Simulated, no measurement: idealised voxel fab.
Module name: voxel self aligned contacts (process module)
Cross-section cut: width 300 nm, square cells of 5 nm.
Square cells in a grid make up a cross-section in this document, and the grid is given as bands, listed from the top down, each one or more rows of cells.
Heights first: top, then bottom, in nm. Then materials, left to right, each with a width in nm. "all across" on a single material: fills the band edge to edge. "air": empty space.
Zero point of the height axis is 0; under it, received wafer = one material. Lowest band: continues down indefinitely, "from 0 down".
With a width like "30->40", each row of cells in the band differs from the next by the same amount, the top row carrying the first number and the bottom row the second.
Any step labelled "stayed the same" changed none of the cells in the cross-section.
Entry "Enclosed void catalog" = empty spaces >= 8 cells with no open way to the top; each as width x height at distance, distance from left edge, all nm.
Whatever follows a step's settings on its line is a remark the simulator itself makes about that step.
overlay nm: on a step with a mask, how far right of its planned place the mask lay; negative means left.
Steps planned for the process
1) RECEIVE | material Si
2) OXIDIZE | depth nm 5
3) DIRECTIONAL_DEP | material polySi | thk nm 25
4) DIRECTIONAL_DEP | material SiN | thk nm 25
5) MASKED_ETCH | tone cover | mask id GATE | width nm 30 | pitch nm 75 | etch materials SiN | depth nm 25 | overlay nm 0
6) MASKED_ETCH | tone cover | mask id GATE | width nm 30 | pitch nm 75 | etch materials polySi | depth nm 25 | overlay nm 0
7) CONFORMAL_DEP | material SiN | thk nm 10
8) DIRECTIONAL_ETCH | etch materials SiN | depth nm 10
9) FILL_DEP | material SiO2 | thk nm 15
10) CMP | height nm 55
11) PATTERN | tone open | mask id CONTACT | material resist | width nm 55 | pitch nm 75 | thk nm 15 | overlay nm 0
12) DIRECTIONAL_ETCH | etch materials SiO2 | depth nm 60
13) STRIP | etch materials resist
14) CONFORMAL_DEP | material TiN | thk nm 5
15) FILL_DEP | material W | thk nm 5
16) CMP | height nm 55
17) CONFORMAL_DEP | material SiN | thk nm 5
The following pertains to the first of two wafers, which was processed as planned
Step 1 complete: cross-section of the wafer as received
> from 0 down  Si all across
> Enclosed void catalog: none
Wafer after step 2 (cross-section)
> from 0 to -5  SiO2 all across
> At heights below -5, the structure remains unaltered.
Wafer after step 3 (cross-section)
> from 25 to 0  polySi all across
> At heights below 0, the structure remains unaltered.
Wafer after step 4 (cross-section)
> from 50 to 25  SiN all across
> At heights below 25, the structure remains unaltered.
Wafer after step 5 (cross-section)
> from 50 to 25  air=60, then SiN=30, then air=45, then SiN=30, then air=45, then SiN=30, then air=60
> At heights below 25, the structure remains unaltered.
Wafer after step 6 (cross-section)
> from 50 to 25  air=60, then SiN=30, then air=45, then SiN=30, then air=45, then SiN=30, then air=60
> from 25 to 0  air=60, then polySi=30, then air=45, then polySi=30, then air=45, then polySi=30, then air=60
> At heights below 0, the structure remains unaltered.
Wafer after step 7 (cross-section)
> from 60 to 25  air=50, then SiN=50, then air=25, then SiN=50, then air=25, then SiN=50, then air=50
> from 25 to 10  air=50, then SiN=10, then polySi=30, then SiN=10, then air=25, then SiN=10, then polySi=30, then SiN=10, then air=25, then SiN=10, then polySi=30, then SiN=10, then air=50
> from 10 to 0  SiN=60, then polySi=30, then SiN=45, then polySi=30, then SiN=45, then polySi=30, then SiN=60
> At heights below 0, the structure remains unaltered.
Wafer after step 8 (cross-section)
> from 50 to 25  air=50, then SiN=50, then air=25, then SiN=50, then air=25, then SiN=50, then air=50
> from 25 to 0  air=50, then SiN=10, then polySi=30, then SiN=10, then air=25, then SiN=10, then polySi=30, then SiN=10, then air=25, then SiN=10, then polySi=30, then SiN=10, then air=50
> At heights below 0, the structure remains unaltered.
Wafer after step 9 (cross-section)
> from 65 to 50  SiO2 all across
> from 50 to 25  SiO2=50, then SiN=50, then SiO2=25, then SiN=50, then SiO2=25, then SiN=50, then SiO2=50
> from 25 to 0  SiO2=50, then SiN=10, then polySi=30, then SiN=10, then SiO2=25, then SiN=10, then polySi=30, then SiN=10, then SiO2=25, then SiN=10, then polySi=30, then SiN=10, then SiO2=50
> At heights below 0, the structure remains unaltered.
Wafer after step 10 (cross-section)
> from 55 to 50  SiO2 all across
> At heights below 50, the structure remains unaltered.
Wafer after step 11 (cross-section)
> from 70 to 55  resist=85, then air=55, then resist=20, then air=55, then resist=85
> At heights below 55, the structure remains unaltered.
Wafer after step 12 (cross-section)
> from 70 to 55  resist=85, then air=55, then resist=20, then air=55, then resist=85
> from 55 to 50  SiO2=85, then air=55, then SiO2=20, then air=55, then SiO2=85
> from 50 to 25  SiO2=50, then SiN=50, then air=25, then SiN=50, then air=25, then SiN=50, then SiO2=50
> from 25 to 0  SiO2=50, then SiN=10, then polySi=30, then SiN=10, then air=25, then SiN=10, then polySi=30, then SiN=10, then air=25, then SiN=10, then polySi=30, then SiN=10, then SiO2=50
> from 0 to -5  SiO2=100, then air=25, then SiO2=50, then air=25, then SiO2=100
> At heights below -5, the structure remains unaltered.
Wafer after step 13 (cross-section)
> from 55 to 50  SiO2=85, then air=55, then SiO2=20, then air=55, then SiO2=85
> At heights below 50, the structure remains unaltered.
Wafer after step 14 (cross-section)
> from 60 to 55  TiN=90, then air=45, then TiN=30, then air=45, then TiN=90
> from 55 to 50  SiO2=85, then TiN=20, then air=15, then TiN=20, then SiO2=20, then TiN=20, then air=15, then TiN=20, then SiO2=85
> from 50 to 25  SiO2=50, then SiN=50, then TiN=5, then air=15, then TiN=5, then SiN=50, then TiN=5, then air=15, then TiN=5, then SiN=50, then SiO2=50
> from 25 to 0  SiO2=50, then SiN=10, then polySi=30, then SiN=10, then TiN=5, then air=15, then TiN=5, then SiN=10, then polySi=30, then SiN=10, then TiN=5, then air=15, then TiN=5, then SiN=10, then polySi=30, then SiN=10, then SiO2=50
> from 0 to -5  SiO2=100, then TiN=25, then SiO2=50, then TiN=25, then SiO2=100
> At heights below -5, the structure remains unaltered.
Wafer after step 15 (cross-section)
> from 65 to 60  W all across
> from 60 to 55  TiN=90, then W=45, then TiN=30, then W=45, then TiN=90
> from 55 to 50  SiO2=85, then TiN=20, then W=15, then TiN=20, then SiO2=20, then TiN=20, then W=15, then TiN=20, then SiO2=85
> from 50 to 25  SiO2=50, then SiN=50, then TiN=5, then W=15, then TiN=5, then SiN=50, then TiN=5, then W=15, then TiN=5, then SiN=50, then SiO2=50
> from 25 to 0  SiO2=50, then SiN=10, then polySi=30, then SiN=10, then TiN=5, then W=15, then TiN=5, then SiN=10, then polySi=30, then SiN=10, then TiN=5, then W=15, then TiN=5, then SiN=10, then polySi=30, then SiN=10, then SiO2=50
> At heights below 0, the structure remains unaltered.
Wafer after step 16 (cross-section)
> from 55 to 50  SiO2=85, then TiN=20, then W=15, then TiN=20, then SiO2=20, then TiN=20, then W=15, then TiN=20, then SiO2=85
> At heights below 50, the structure remains unaltered.
Wafer after step 17 (cross-section)
> from 60 to 55  SiN all across
> At heights below 55, the structure remains unaltered.
The Second Wafer: Common Origin and Plan, One Mistake in Execution, Identical to the First Through Step 4
X-section, second wafer, when step 5 was due to finish
> from 50 to 25  air=55, then SiN=30, then air=45, then SiN=30, then air=45, then SiN=30, then air=65
> At heights below 25, the structure remains unaltered.
X-section, second wafer, when step 6 was due to finish
> from 50 to 25  air=55, then SiN=30, then air=45, then SiN=30, then air=45, then SiN=30, then air=65
> from 25 to 0  air=55, then polySi=35, then air=40, then polySi=35, then air=40, then polySi=35, then air=60
> At heights below 0, the structure remains unaltered.
X-section, second wafer, when step 7 was due to finish
> from 60 to 35  air=45, then SiN=50, then air=25, then SiN=50, then air=25, then SiN=50, then air=55
> from 35 to 25  air=45, then SiN=55, then air=20, then SiN=55, then air=20, then SiN=55, then air=50
> from 25 to 10  air=45, then SiN=10, then polySi=35, then SiN=10, then air=20, then SiN=10, then polySi=35, then SiN=10, then air=20, then SiN=10, then polySi=35, then SiN=10, then air=50
> from 10 to 0  SiN=55, then polySi=35, then SiN=40, then polySi=35, then SiN=40, then polySi=35, then SiN=60
> At heights below 0, the structure remains unaltered.
X-section, second wafer, when step 8 was due to finish
> from 50 to 25  air=45, then SiN=50, then air=25, then SiN=50, then air=25, then SiN=50, then air=55
> from 25 to 0  air=45, then SiN=10, then polySi=35, then SiN=10, then air=20, then SiN=10, then polySi=35, then SiN=10, then air=20, then SiN=10, then polySi=35, then SiN=10, then air=50
> At heights below 0, the structure remains unaltered.
X-section, second wafer, when step 9 was due to finish
> from 65 to 50  SiO2 all across
> from 50 to 25  SiO2=45, then SiN=50, then SiO2=25, then SiN=50, then SiO2=25, then SiN=50, then SiO2=55
> from 25 to 0  SiO2=45, then SiN=10, then polySi=35, then SiN=10, then SiO2=20, then SiN=10, then polySi=35, then SiN=10, then SiO2=20, then SiN=10, then polySi=35, then SiN=10, then SiO2=50
> At heights below 0, the structure remains unaltered.
X-section, second wafer, when step 10 was due to finish
> from 55 to 50  SiO2 all across
> At heights below 50, the structure remains unaltered.
X-section, second wafer, when step 11 was due to finish
> from 70 to 55  resist=85, then air=55, then resist=20, then air=55, then resist=85
> At heights below 55, the structure remains unaltered.
X-section, second wafer, when step 12 was due to finish
> from 70 to 55  resist=85, then air=55, then resist=20, then air=55, then resist=85
> from 55 to 50  SiO2=85, then air=55, then SiO2=20, then air=55, then SiO2=85
> from 50 to 25  SiO2=45, then SiN=50, then air=25, then SiN=50, then air=25, then SiN=50, then SiO2=55
> from 25 to 0  SiO2=45, then SiN=10, then polySi=35, then SiN=10, then air=20, then SiN=10, then polySi=35, then SiN=10, then air=20, then SiN=10, then polySi=35, then SiN=10, then SiO2=50
> from 0 to -5  SiO2=100, then air=20, then SiO2=55, then air=20, then SiO2=105
> At heights below -5, the structure remains unaltered.
X-section, second wafer, when step 13 was due to finish
> from 55 to 50  SiO2=85, then air=55, then SiO2=20, then air=55, then SiO2=85
> At heights below 50, the structure remains unaltered.
X-section, second wafer, when step 14 was due to finish
> from 60 to 55  TiN=90, then air=45, then TiN=30, then air=45, then TiN=90
> from 55 to 50  SiO2=85, then TiN=15, then air=15, then TiN=25, then SiO2=20, then TiN=15, then air=15, then TiN=25, then SiO2=85
> from 50 to 30  SiO2=45, then SiN=50, then TiN=5, then air=15, then TiN=5, then SiN=50, then TiN=5, then air=15, then TiN=5, then SiN=50, then SiO2=55
> from 30 to 25  SiO2=45, then SiN=50, then TiN=10, then air=10, then TiN=5, then SiN=50, then TiN=10, then air=10, then TiN=5, then SiN=50, then SiO2=55
> from 25 to 0  SiO2=45, then SiN=10, then polySi=35, then SiN=10, then TiN=5, then air=10, then TiN=5, then SiN=10, then polySi=35, then SiN=10, then TiN=5, then air=10, then TiN=5, then SiN=10, then polySi=35, then SiN=10, then SiO2=50
> from 0 to -5  SiO2=100, then TiN=20, then SiO2=55, then TiN=20, then SiO2=105
> At heights below -5, the structure remains unaltered.
X-section, second wafer, when step 15 was due to finish
> from 65 to 60  W all across
> from 60 to 55  TiN=90, then W=45, then TiN=30, then W=45, then TiN=90
> from 55 to 50  SiO2=85, then TiN=15, then W=15, then TiN=25, then SiO2=20, then TiN=15, then W=15, then TiN=25, then SiO2=85
> from 50 to 30  SiO2=45, then SiN=50, then TiN=5, then W=15, then TiN=5, then SiN=50, then TiN=5, then W=15, then TiN=5, then SiN=50, then SiO2=55
> from 30 to 25  SiO2=45, then SiN=50, then TiN=10, then W=10, then TiN=5, then SiN=50, then TiN=10, then W=10, then TiN=5, then SiN=50, then SiO2=55
> from 25 to 0  SiO2=45, then SiN=10, then polySi=35, then SiN=10, then TiN=5, then W=10, then TiN=5, then SiN=10, then polySi=35, then SiN=10, then TiN=5, then W=10, then TiN=5, then SiN=10, then polySi=35, then SiN=10, then SiO2=50
> At heights below 0, the structure remains unaltered.
X-section, second wafer, when step 16 was due to finish
> from 55 to 50  SiO2=85, then TiN=15, then W=15, then TiN=25, then SiO2=20, then TiN=15, then W=15, then TiN=25, then SiO2=85
> At heights below 50, the structure remains unaltered.
X-section, second wafer, when step 17 was due to finish
> from 60 to 55  SiN all across
> At heights below 55, the structure remains unaltered.
What broke from the plan during processing? heads up, step 5 didn't go per plan, it actually ran as MASKED_ETCH | tone cover | mask id GATE | width nm 30 | pitch nm 75 | etch materials SiN | depth nm 25 | overlay nm -5
The second wafer ends with more or fewer cells of some materials than the first, per final count: SiO2 -3 | W -12 | polySi +15
